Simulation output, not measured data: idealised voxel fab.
The process module presented herein is designated voxel double patterning.
Pictured: cross-section cut, 210 nm wide, on a grid of 5 nm square cells.
The cross-sections in this document take the form of a grid made of square cells. They are written out as bands, in order from top to bottom. Each band consists of one or more rows of cells.
Read a band's entry like this: the first values are the height of its top and the height of its bottom in nm, and what follows is the sequence of materials from left to right, each with its width in nm. Note that "air" is empty space, and that a single material marked "throughout" reaches across the band from edge to edge.
We count height from 0. Below that, the starting wafer is all one material. The lowest band never ends at the bottom but goes on down; see "z 0 and below" for how that is written.
A two-number width, for instance "30->40", indicates that the width is equal to the first number in the top row of the band and to the second number in the bottom row, and that it changes by a constant amount per row of cells.
For the purposes of this document, the phrase "no change" attached to a step denotes that no cell within the cross-section was modified by that step.
The entry "Trapped voids" lists the empty spaces that cover at least 8 cells and have no open path to the top. Each is written as width x height at distance, where the distance is measured from the left edge and all three values are in nm.
If you see something after the settings on a step's line, that's the simulator's own remark about that step.
Steps that use a mask can have "overlay nm" on their line. It says how far the mask sat to the right of where it was meant to be. Negative means to the left.

## Process steps (planned)
1,RECEIVE,material Si
2,CONFORMAL_DEP,material SiO2,thk nm 5
3,DIRECTIONAL_DEP,material polySi,thk nm 15
4,DIRECTIONAL_DEP,material SiN,thk nm 10
5,PATTERN,tone open,mask id FIRST,material resist,width nm 15,pitch nm 50,thk nm 15,overlay nm 0
6,DIRECTIONAL_ETCH,etch materials SiN,depth nm 10
7,STRIP,etch materials resist
8,MASKED_ETCH,tone open,mask id SECOND,width nm 15,etch materials SiN,depth nm 10,overlay nm 0
9,DIRECTIONAL_ETCH,etch materials polySi,depth nm 15
10,STRIP,etch materials SiN

## The first of the two wafers, which ran as planned

## Cross-section of the wafer upon arrival, representing the state reached after step 1
- z 0 and below = Si throughout
- Trapped voids: none

## Cross-section of the wafer subsequent to step 2
- z 5 to 0 = SiO2 throughout
- Under 0: no change, same as before.

## Cross-section of the wafer subsequent to step 3
- z 20 to 5 = polySi throughout
- Under 5: no change, same as before.

## Cross-section of the wafer subsequent to step 4
- z 30 to 20 = SiN throughout
- Under 20: no change, same as before.

## Cross-section of the wafer subsequent to step 5
- z 45 to 30 = resist 70 nm | air 15 nm | resist 35 nm | air 15 nm | resist 75 nm
- Under 30: no change, same as before.

## Cross-section of the wafer subsequent to step 6
- z 45 to 30 = resist 70 nm | air 15 nm | resist 35 nm | air 15 nm | resist 75 nm
- z 30 to 20 = SiN 70 nm | air 15 nm | SiN 35 nm | air 15 nm | SiN 75 nm
- Under 20: no change, same as before.

## Cross-section of the wafer subsequent to step 7
- z 30 to 20 = SiN 70 nm | air 15 nm | SiN 35 nm | air 15 nm | SiN 75 nm
- Under 20: no change, same as before.

## Cross-section of the wafer subsequent to step 8
- z 30 to 20 = SiN 70 nm | air 15 nm | SiN 10 nm | air 15 nm | SiN 10 nm | air 15 nm | SiN 75 nm
- Under 20: no change, same as before.

## Cross-section of the wafer subsequent to step 9
- z 30 to 20 = SiN 70 nm | air 15 nm | SiN 10 nm | air 15 nm | SiN 10 nm | air 15 nm | SiN 75 nm
- z 20 to 5 = polySi 70 nm | air 15 nm | polySi 10 nm | air 15 nm | polySi 10 nm | air 15 nm | polySi 75 nm
- Under 5: no change, same as before.

## Cross-section of the wafer subsequent to step 10
- z 20 to 5 = polySi 70 nm | air 15 nm | polySi 10 nm | air 15 nm | polySi 10 nm | air 15 nm | polySi 75 nm
- Under 5: no change, same as before.

## Now the other wafer: same start, same recipe, but we messed up one thing when running it. Up to and including step 3 it's the same as the first one

## X-section, second wafer, when step 4 was due to finish
- z 30 to 5 = polySi throughout
- Under 5: no change, same as before.

## X-section, second wafer, when step 5 was due to finish
- z 45 to 30 = resist 70 nm | air 15 nm | resist 35 nm | air 15 nm | resist 75 nm
- Under 30: no change, same as before.

X-section, second wafer, when step 6 was due to finish: no change

## X-section, second wafer, when step 7 was due to finish
- z 30 to 5 = polySi throughout
- Under 5: no change, same as before.

X-section, second wafer, when step 8 was due to finish: no change

## X-section, second wafer, when step 9 was due to finish
- z 15 to 5 = polySi throughout
- Under 5: no change, same as before.

X-section, second wafer, when step 10 was due to finish: no change
In executing the process, a mistake was made relative to the plan: it should be noted that step 4 was executed with settings other than those planned, the operation and settings actually applied being DIRECTIONAL_DEP,material polySi,thk nm 10
Heads up, by the end the second wafer has more or fewer cells of some materials compared to the first: -15 polySi
